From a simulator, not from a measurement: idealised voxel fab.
You're looking at the process module voxel air gaps.
Displayed cross-section: cut, width of 155 nm, square cells sized 5 nm.
Cross-section layout: square cells on a grid; listed as bands, top to bottom; a band spans one or more cell rows. In this notation a band is specified by the heights of its top and bottom, in that order and in nm, after which its materials appear from left to right, each paired with its width in nm. The word "all across" attached to a single material means that material fills the band from edge to edge; the word "empty" stands for empty space. Below 0: as-received wafer, all one material; heights counted from there. Lowest band: no bottom, goes on down, written "top 0, no bottom". When a width is written as two numbers, as in "30 to 40", the first number is the width in the top row of cells of the band and the second is the width in its bottom row, and the width changes by the same amount from each row to the next. When a step is marked "no change occurred", none of the cells in the cross-section changed during that step. Closed empty spaces (no open way to the top) of 8 cells or more are what "Entrapped void list" lists, each as width x height at distance from the left edge, nm for all three. On each step's line, the part that comes after the settings is the simulator's own comment on the step. overlay nm: step with mask; distance mask lay right of planned place; negative value = left of planned place.

Planned step list for the process
step 1: RECEIVE (material Si)
step 2: CONFORMAL_DEP (material SiO2; thk nm 15)
step 3: CONFORMAL_DEP (material SiN; thk nm 5)
step 4: DIRECTIONAL_DEP (material lowk; thk nm 35)
step 5: DIRECTIONAL_DEP (material aC; thk nm 10)
step 6: PATTERN (tone open; mask id LINES; material resist; width nm 15; pitch nm 40; thk nm 30; overlay nm 0)
step 7: DIRECTIONAL_ETCH (etch materials aC; depth nm 10)
step 8: STRIP (etch materials resist)
step 9: DIRECTIONAL_ETCH (etch materials lowk; depth nm 35)
step 10: STRIP (etch materials aC)
step 11: CONFORMAL_DEP (material TiN; thk nm 5)
step 12: FILL_DEP (material Ru; thk nm 5)
step 13: CMP (height nm 55)
step 14: EPI (material Ru; thk nm 10)
step 15: SELECTIVE_ETCH (etch materials lowk; depth nm 45)
step 16: CONFORMAL_DEP (material SiN; thk nm 5)

Cross-section of the incoming wafer, state after step 1
top 0, no bottom = Si all across
Entrapped void list: none

Below is the wafer in cross-section after the module was completed. It began from the starting point shown above and followed the plan shown above, except that one mistake was made while running it
top 70, bottom 65 = empty: 15  SiN: 125  empty: 15
top 65, bottom 55 = empty: 15  SiN: 5  Ru: 35  SiN: 5  Ru: 35  SiN: 5  Ru: 35  SiN: 5  empty: 15
top 55, bottom 25 = empty: 15  SiN: 5  Ru: 10  TiN: 5  Ru: 5  TiN: 5  Ru: 10  SiN: 5  Ru: 10  TiN: 5  Ru: 5  TiN: 5  Ru: 10  SiN: 5  Ru: 10  TiN: 5  Ru: 5  TiN: 5  Ru: 10  SiN: 5  empty: 15
top 25, bottom 20 = SiN: 20  Ru: 10  TiN: 15  Ru: 10  SiN: 5  Ru: 10  TiN: 15  Ru: 10  SiN: 5  Ru: 10  TiN: 15  Ru: 10  SiN: 20
top 20, bottom 15 = SiN all across
top 15, bottom 0 = SiO2 all across
top 0, no bottom = Si all across
Entrapped void list: none
What broke from the plan during processing? mixed up steps 14 and 15 - ran each in the other's place
